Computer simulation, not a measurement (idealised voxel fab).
process module | voxel transistor to metal
cross-section cut | 150 nm wide | cells 5 nm
A cross-section is a grid of square cells, given in bands from the top down. A band is one or more rows of cells.
Each band's line starts with the height of the band's top and of its bottom, in nm. Then come its materials from left to right, each with its width in nm. One material with "throughout" fills the band from edge to edge. "air" is empty space.
Height 0 is the level under which the wafer as received is all one material. The lowest band goes on downwards, as in "0 down".
A width such as "30 to 40" changes by the same amount from each row of cells to the next, from the band's top row to its bottom row.
"no change" after a step means that no cell of the cross-section changed.
closed voids: empty space of 8 cells or more with no open way to the top, each as width x height at its distance from the left edge, in nm
after a step's settings: what the simulator itself notes on the step
overlay nm, on a step with a mask: how far to the right of its planned place the mask lay; to the left if negative
plan
1 op RECEIVE | material Si
2 op CONFORMAL_DEP | material SiO2 | thk nm 5
3 op CONFORMAL_DEP | material SiN | thk nm 15
4 op MASKED_ETCH | tone cover | mask id ACTIVE | width nm 105 | etch materials SiN | depth nm 15 | overlay nm 0
5 op MASKED_ETCH | tone cover | mask id ACTIVE | width nm 105 | etch materials SiO2 | depth nm 5 | overlay nm 0
6 op MASKED_ETCH | tone cover | mask id ACTIVE | width nm 105 | etch materials Si | depth nm 30 | overlay nm 0
7 op FILL_DEP | material SiO2 | thk nm 10
8 op CMP | height nm 20
9 op SELECTIVE_ETCH | etch materials SiO2 | depth nm 10
10 op STRIP | etch materials SiN
11 op SELECTIVE_ETCH | etch materials SiO2 | depth nm 5
12 op OXIDIZE | depth nm 5
13 op DIRECTIONAL_DEP | material polySi | thk nm 20
14 op DIRECTIONAL_DEP | material SiCN | thk nm 10
15 op MASKED_ETCH | tone cover | mask id GATE | width nm 25 | etch materials SiCN | depth nm 20 | overlay nm 0
16 op MASKED_ETCH | tone cover | mask id GATE | width nm 25 | etch materials polySi | depth nm 30 | overlay nm 0
17 op CONFORMAL_DEP | material SiN | thk nm 5
18 op DIRECTIONAL_ETCH | etch materials SiN | depth nm 5
19 op DIRECTIONAL_ETCH | etch materials SiO2 | depth nm 5
20 op EPI | material nSi | thk nm 5
21 op FILL_DEP | material SiO2 | thk nm 10
22 op CMP | height nm 30
23 op DIRECTIONAL_DEP | material SiO2 | thk nm 10
24 op MASKED_ETCH | tone open | mask id CONTACT | width nm 15 | pitch nm 80 | etch materials SiO2 | depth nm 40 | overlay nm 0
25 op CONFORMAL_DEP | material TiN | thk nm 5
26 op FILL_DEP | material W | thk nm 10
27 op CMP | height nm 40
28 op CONFORMAL_DEP | material SiCN | thk nm 5
29 op DIRECTIONAL_DEP | material SiO2 | thk nm 15
30 op MASKED_ETCH | tone open | mask id METAL_1 | width nm 15 | pitch nm 80 | etch materials SiO2 | depth nm 15 | overlay nm 0
31 op MASKED_ETCH | tone open | mask id METAL_1 | width nm 15 | pitch nm 80 | etch materials SiCN | depth nm 5 | overlay nm 0
32 op CONFORMAL_DEP | material TiN | thk nm 5
33 op FILL_DEP | material Cu | thk nm 10
34 op CMP | height nm 60
35 op CONFORMAL_DEP | material SiCN | thk nm 5
36 op DIRECTIONAL_DEP | material SiO2 | thk nm 25
37 op MASKED_ETCH | tone open | mask id METAL_2 | width nm 15 | pitch nm 80 | etch materials SiO2 | depth nm 15 | overlay nm 0
38 op MASKED_ETCH | tone open | mask id METAL_2_HOLES | width nm 15 | pitch nm 80 | etch materials SiO2 | depth nm 10 | overlay nm 0
39 op MASKED_ETCH | tone open | mask id METAL_2_HOLES | width nm 15 | pitch nm 80 | etch materials SiCN | depth nm 5 | overlay nm 0
40 op CONFORMAL_DEP | material TiN | thk nm 5
41 op FILL_DEP | material Ru | thk nm 10
42 op CMP | height nm 90
43 op CONFORMAL_DEP | material SiN | thk nm 5
first wafer, as planned
as received, after step 1
  0 down: Si throughout
  closed voids: none
after step 2
  5 to 0: SiO2 throughout
  below 0: unchanged
after step 3
  20 to 5: SiN throughout
  below 5: unchanged
after step 4
  20 to 5: air 20 | SiN 105 | air 25
  below 5: unchanged
after step 5
  20 to 5: air 20 | SiN 105 | air 25
  5 to 0: air 20 | SiO2 105 | air 25
  below 0: unchanged
after step 6
  20 to 5: air 20 | SiN 105 | air 25
  5 to 0: air 20 | SiO2 105 | air 25
  0 to -30: air 20 | Si 105 | air 25
  below -30: unchanged
after step 7
  30 to 20: SiO2 throughout
  20 to 5: SiO2 20 | SiN 105 | SiO2 25
  5 to 0: SiO2 throughout
  0 to -30: SiO2 20 | Si 105 | SiO2 25
  below -30: unchanged
after step 8
  20 to 5: SiO2 20 | SiN 105 | SiO2 25
  below 5: unchanged
after step 9
  20 to 10: air 20 | SiN 105 | air 25
  below 10: unchanged
after step 10
  10 to 5: SiO2 20 | air 105 | SiO2 25
  below 5: unchanged
after step 11
  5 to 0: SiO2 15 | air 115 | SiO2 20
  below 0: unchanged
after step 12
  5 to 0: SiO2 15 | air 115 | SiO2 20
  0 to -5: SiO2 throughout
  below -5: unchanged
after step 13
  25 to 20: polySi 15 | air 115 | polySi 20
  20 to 5: polySi throughout
  5 to 0: SiO2 15 | polySi 115 | SiO2 20
  below 0: unchanged
after step 14
  35 to 30: SiCN 15 | air 115 | SiCN 20
  30 to 25: SiCN throughout
  25 to 20: polySi 15 | SiCN 115 | polySi 20
  below 20: unchanged
after step 15
  30 to 25: air 60 | SiCN 25 | air 65
  25 to 20: polySi 15 | air 45 | SiCN 25 | air 45 | polySi 20
  below 20: unchanged
after step 16
  30 to 20: air 60 | SiCN 25 | air 65
  20 to 5: air 60 | polySi 25 | air 65
  5 to 0: SiO2 15 | air 45 | polySi 25 | air 45 | SiO2 20
  below 0: unchanged
after step 17
  35 to 30: air 55 | SiN 35 | air 60
  30 to 20: air 55 | SiN 5 | SiCN 25 | SiN 5 | air 60
  20 to 10: air 55 | SiN 5 | polySi 25 | SiN 5 | air 60
  10 to 5: SiN 20 | air 35 | SiN 5 | polySi 25 | SiN 5 | air 35 | SiN 25
  5 to 0: SiO2 15 | SiN 45 | polySi 25 | SiN 45 | SiO2 20
  below 0: unchanged
after step 18
  30 to 20: air 55 | SiN 5 | SiCN 25 | SiN 5 | air 60
  20 to 5: air 55 | SiN 5 | polySi 25 | SiN 5 | air 60
  5 to 0: SiO2 15 | SiN 5 | air 35 | SiN 5 | polySi 25 | SiN 5 | air 35 | SiN 5 | SiO2 20
  below 0: unchanged
after step 19
  30 to 20: air 55 | SiN 5 | SiCN 25 | SiN 5 | air 60
  20 to 5: air 55 | SiN 5 | polySi 25 | SiN 5 | air 60
  5 to 0: air 15 | SiN 5 | air 35 | SiN 5 | polySi 25 | SiN 5 | air 35 | SiN 5 | air 20
  0 to -5: SiO2 20 | air 35 | SiO2 35 | air 35 | SiO2 25
  below -5: unchanged
after step 20
  30 to 20: air 55 | SiN 5 | SiCN 25 | SiN 5 | air 60
  20 to 5: air 55 | SiN 5 | polySi 25 | SiN 5 | air 60
  5 to 0: air 15 | SiN 5 | air 35 | SiN 5 | polySi 25 | SiN 5 | air 35 | SiN 5 | air 20
  0 to -5: SiO2 20 | nSi 35 | SiO2 35 | nSi 35 | SiO2 25
  below -5: unchanged
after step 21
  40 to 30: SiO2 throughout
  30 to 20: SiO2 55 | SiN 5 | SiCN 25 | SiN 5 | SiO2 60
  20 to 5: SiO2 55 | SiN 5 | polySi 25 | SiN 5 | SiO2 60
  5 to 0: SiO2 15 | SiN 5 | SiO2 35 | SiN 5 | polySi 25 | SiN 5 | SiO2 35 | SiN 5 | SiO2 20
  below 0: unchanged
after step 22
  30 to 20: SiO2 55 | SiN 5 | SiCN 25 | SiN 5 | SiO2 60
  below 20: unchanged
after step 23
  40 to 30: SiO2 throughout
  below 30: unchanged
after step 24
  40 to 30: SiO2 25 | air 15 | SiO2 65 | air 15 | SiO2 30
  30 to 20: SiO2 25 | air 15 | SiO2 15 | SiN 5 | SiCN 25 | SiN 5 | SiO2 15 | air 15 | SiO2 30
  20 to 5: SiO2 25 | air 15 | SiO2 15 | SiN 5 | polySi 25 | SiN 5 | SiO2 15 | air 15 | SiO2 30
  5 to 0: SiO2 15 | SiN 5 | SiO2 5 | air 15 | SiO2 15 | SiN 5 | polySi 25 | SiN 5 | SiO2 15 | air 15 | SiO2 5 | SiN 5 | SiO2 20
  below 0: unchanged
after step 25
  45 to 40: TiN 30 | air 5 | TiN 75 | air 5 | TiN 35
  40 to 30: SiO2 25 | TiN 5 | air 5 | TiN 5 | SiO2 65 | TiN 5 | air 5 | TiN 5 | SiO2 30
  30 to 20: SiO2 25 | TiN 5 | air 5 | TiN 5 | SiO2 15 | SiN 5 | SiCN 25 | SiN 5 | SiO2 15 | TiN 5 | air 5 | TiN 5 | SiO2 30
  20 to 5: SiO2 25 | TiN 5 | air 5 | TiN 5 | SiO2 15 | SiN 5 | polySi 25 | SiN 5 | SiO2 15 | TiN 5 | air 5 | TiN 5 | SiO2 30
  5 to 0: SiO2 15 | SiN 5 | SiO2 5 | TiN 15 | SiO2 15 | SiN 5 | polySi 25 | SiN 5 | SiO2 15 | TiN 15 | SiO2 5 | SiN 5 | SiO2 20
  below 0: unchanged
after step 26
  55 to 45: W throughout
  45 to 40: TiN 30 | W 5 | TiN 75 | W 5 | TiN 35
  40 to 30: SiO2 25 | TiN 5 | W 5 | TiN 5 | SiO2 65 | TiN 5 | W 5 | TiN 5 | SiO2 30
  30 to 20: SiO2 25 | TiN 5 | W 5 | TiN 5 | SiO2 15 | SiN 5 | SiCN 25 | SiN 5 | SiO2 15 | TiN 5 | W 5 | TiN 5 | SiO2 30
  20 to 5: SiO2 25 | TiN 5 | W 5 | TiN 5 | SiO2 15 | SiN 5 | polySi 25 | SiN 5 | SiO2 15 | TiN 5 | W 5 | TiN 5 | SiO2 30
  below 5: unchanged
after step 27
  40 to 30: SiO2 25 | TiN 5 | W 5 | TiN 5 | SiO2 65 | TiN 5 | W 5 | TiN 5 | SiO2 30
  below 30: unchanged
after step 28
  45 to 40: SiCN throughout
  below 40: unchanged
after step 29
  60 to 45: SiO2 throughout
  below 45: unchanged
after step 30
  60 to 45: SiO2 25 | air 15 | SiO2 65 | air 15 | SiO2 30
  below 45: unchanged
after step 31
  60 to 45: SiO2 25 | air 15 | SiO2 65 | air 15 | SiO2 30
  45 to 40: SiCN 25 | air 15 | SiCN 65 | air 15 | SiCN 30
  below 40: unchanged
after step 32
  65 to 60: TiN 30 | air 5 | TiN 75 | air 5 | TiN 35
  60 to 45: SiO2 25 | TiN 5 | air 5 | TiN 5 | SiO2 65 | TiN 5 | air 5 | TiN 5 | SiO2 30
  45 to 40: SiCN 25 | TiN 15 | SiCN 65 | TiN 15 | SiCN 30
  below 40: unchanged
after step 33
  75 to 65: Cu throughout
  65 to 60: TiN 30 | Cu 5 | TiN 75 | Cu 5 | TiN 35
  60 to 45: SiO2 25 | TiN 5 | Cu 5 | TiN 5 | SiO2 65 | TiN 5 | Cu 5 | TiN 5 | SiO2 30
  below 45: unchanged
after step 34
  60 to 45: SiO2 25 | TiN 5 | Cu 5 | TiN 5 | SiO2 65 | TiN 5 | Cu 5 | TiN 5 | SiO2 30
  below 45: unchanged
after step 35
  65 to 60: SiCN throughout
  below 60: unchanged
after step 36
  90 to 65: SiO2 throughout
  below 65: unchanged
after step 37
  90 to 75: SiO2 25 | air 15 | SiO2 65 | air 15 | SiO2 30
  below 75: unchanged
after step 38
  90 to 65: SiO2 25 | air 15 | SiO2 65 | air 15 | SiO2 30
  below 65: unchanged
after step 39
  90 to 65: SiO2 25 | air 15 | SiO2 65 | air 15 | SiO2 30
  65 to 60: SiCN 25 | air 15 | SiCN 65 | air 15 | SiCN 30
  below 60: unchanged
after step 40
  95 to 90: TiN 30 | air 5 | TiN 75 | air 5 | TiN 35
  90 to 65: SiO2 25 | TiN 5 | air 5 | TiN 5 | SiO2 65 | TiN 5 | air 5 | TiN 5 | SiO2 30
  65 to 60: SiCN 25 | TiN 15 | SiCN 65 | TiN 15 | SiCN 30
  below 60: unchanged
after step 41
  105 to 95: Ru throughout
  95 to 90: TiN 30 | Ru 5 | TiN 75 | Ru 5 | TiN 35
  90 to 65: SiO2 25 | TiN 5 | Ru 5 | TiN 5 | SiO2 65 | TiN 5 | Ru 5 | TiN 5 | SiO2 30
  below 65: unchanged
after step 42
  90 to 65: SiO2 25 | TiN 5 | Ru 5 | TiN 5 | SiO2 65 | TiN 5 | Ru 5 | TiN 5 | SiO2 30
  below 65: unchanged
after step 43
  95 to 90: SiN throughout
  below 90: unchanged
second wafer: like start, like plan, one mistake. Through step 24 it matches the first wafer
when step 25 should have ended
  45 to 40: SiCN 30 | air 5 | SiCN 75 | air 5 | SiCN 35
  40 to 30: SiO2 25 | SiCN 5 | air 5 | SiCN 5 | SiO2 65 | SiCN 5 | air 5 | SiCN 5 | SiO2 30
  30 to 20: SiO2 25 | SiCN 5 | air 5 | SiCN 5 | SiO2 15 | SiN 5 | SiCN 25 | SiN 5 | SiO2 15 | SiCN 5 | air 5 | SiCN 5 | SiO2 30
  20 to 5: SiO2 25 | SiCN 5 | air 5 | SiCN 5 | SiO2 15 | SiN 5 | polySi 25 | SiN 5 | SiO2 15 | SiCN 5 | air 5 | SiCN 5 | SiO2 30
  5 to 0: SiO2 15 | SiN 5 | SiO2 5 | SiCN 15 | SiO2 15 | SiN 5 | polySi 25 | SiN 5 | SiO2 15 | SiCN 15 | SiO2 5 | SiN 5 | SiO2 20
  below 0: unchanged
when step 26 should have ended
  55 to 45: W throughout
  45 to 40: SiCN 30 | W 5 | SiCN 75 | W 5 | SiCN 35
  40 to 30: SiO2 25 | SiCN 5 | W 5 | SiCN 5 | SiO2 65 | SiCN 5 | W 5 | SiCN 5 | SiO2 30
  30 to 20: SiO2 25 | SiCN 5 | W 5 | SiCN 5 | SiO2 15 | SiN 5 | SiCN 25 | SiN 5 | SiO2 15 | SiCN 5 | W 5 | SiCN 5 | SiO2 30
  20 to 5: SiO2 25 | SiCN 5 | W 5 | SiCN 5 | SiO2 15 | SiN 5 | polySi 25 | SiN 5 | SiO2 15 | SiCN 5 | W 5 | SiCN 5 | SiO2 30
  below 5: unchanged
when step 27 should have ended
  40 to 30: SiO2 25 | SiCN 5 | W 5 | SiCN 5 | SiO2 65 | SiCN 5 | W 5 | SiCN 5 | SiO2 30
  below 30: unchanged
when step 28 should have ended
  45 to 40: SiCN throughout
  below 40: unchanged
when step 29 should have ended
  60 to 45: SiO2 throughout
  below 45: unchanged
when step 30 should have ended
  60 to 45: SiO2 25 | air 15 | SiO2 65 | air 15 | SiO2 30
  below 45: unchanged
when step 31 should have ended
  60 to 45: SiO2 25 | air 15 | SiO2 65 | air 15 | SiO2 30
  45 to 40: SiCN 25 | air 15 | SiCN 65 | air 15 | SiCN 30
  below 40: unchanged
when step 32 should have ended
  65 to 60: TiN 30 | air 5 | TiN 75 | air 5 | TiN 35
  60 to 45: SiO2 25 | TiN 5 | air 5 | TiN 5 | SiO2 65 | TiN 5 | air 5 | TiN 5 | SiO2 30
  45 to 40: SiCN 25 | TiN 15 | SiCN 65 | TiN 15 | SiCN 30
  below 40: unchanged
when step 33 should have ended
  75 to 65: Cu throughout
  65 to 60: TiN 30 | Cu 5 | TiN 75 | Cu 5 | TiN 35
  60 to 45: SiO2 25 | TiN 5 | Cu 5 | TiN 5 | SiO2 65 | TiN 5 | Cu 5 | TiN 5 | SiO2 30
  below 45: unchanged
when step 34 should have ended
  60 to 45: SiO2 25 | TiN 5 | Cu 5 | TiN 5 | SiO2 65 | TiN 5 | Cu 5 | TiN 5 | SiO2 30
  below 45: unchanged
when step 35 should have ended
  65 to 60: SiCN throughout
  below 60: unchanged
when step 36 should have ended
  90 to 65: SiO2 throughout
  below 65: unchanged
when step 37 should have ended
  90 to 75: SiO2 25 | air 15 | SiO2 65 | air 15 | SiO2 30
  below 75: unchanged
when step 38 should have ended
  90 to 65: SiO2 25 | air 15 | SiO2 65 | air 15 | SiO2 30
  below 65: unchanged
when step 39 should have ended
  90 to 65: SiO2 25 | air 15 | SiO2 65 | air 15 | SiO2 30
  65 to 60: SiCN 25 | air 15 | SiCN 65 | air 15 | SiCN 30
  below 60: unchanged
when step 40 should have ended
  95 to 90: TiN 30 | air 5 | TiN 75 | air 5 | TiN 35
  90 to 65: SiO2 25 | TiN 5 | air 5 | TiN 5 | SiO2 65 | TiN 5 | air 5 | TiN 5 | SiO2 30
  65 to 60: SiCN 25 | TiN 15 | SiCN 65 | TiN 15 | SiCN 30
  below 60: unchanged
when step 41 should have ended
  105 to 95: Ru throughout
  95 to 90: TiN 30 | Ru 5 | TiN 75 | Ru 5 | TiN 35
  90 to 65: SiO2 25 | TiN 5 | Ru 5 | TiN 5 | SiO2 65 | TiN 5 | Ru 5 | TiN 5 | SiO2 30
  below 65: unchanged
when step 42 should have ended
  90 to 65: SiO2 25 | TiN 5 | Ru 5 | TiN 5 | SiO2 65 | TiN 5 | Ru 5 | TiN 5 | SiO2 30
  below 65: unchanged
when step 43 should have ended
  95 to 90: SiN throughout
  below 90: unchanged
what went wrong: step 25 ran as: op CONFORMAL_DEP | material SiCN | thk nm 5
at the end the second wafer has, in cells: 34 more of SiCN | 34 fewer of TiN
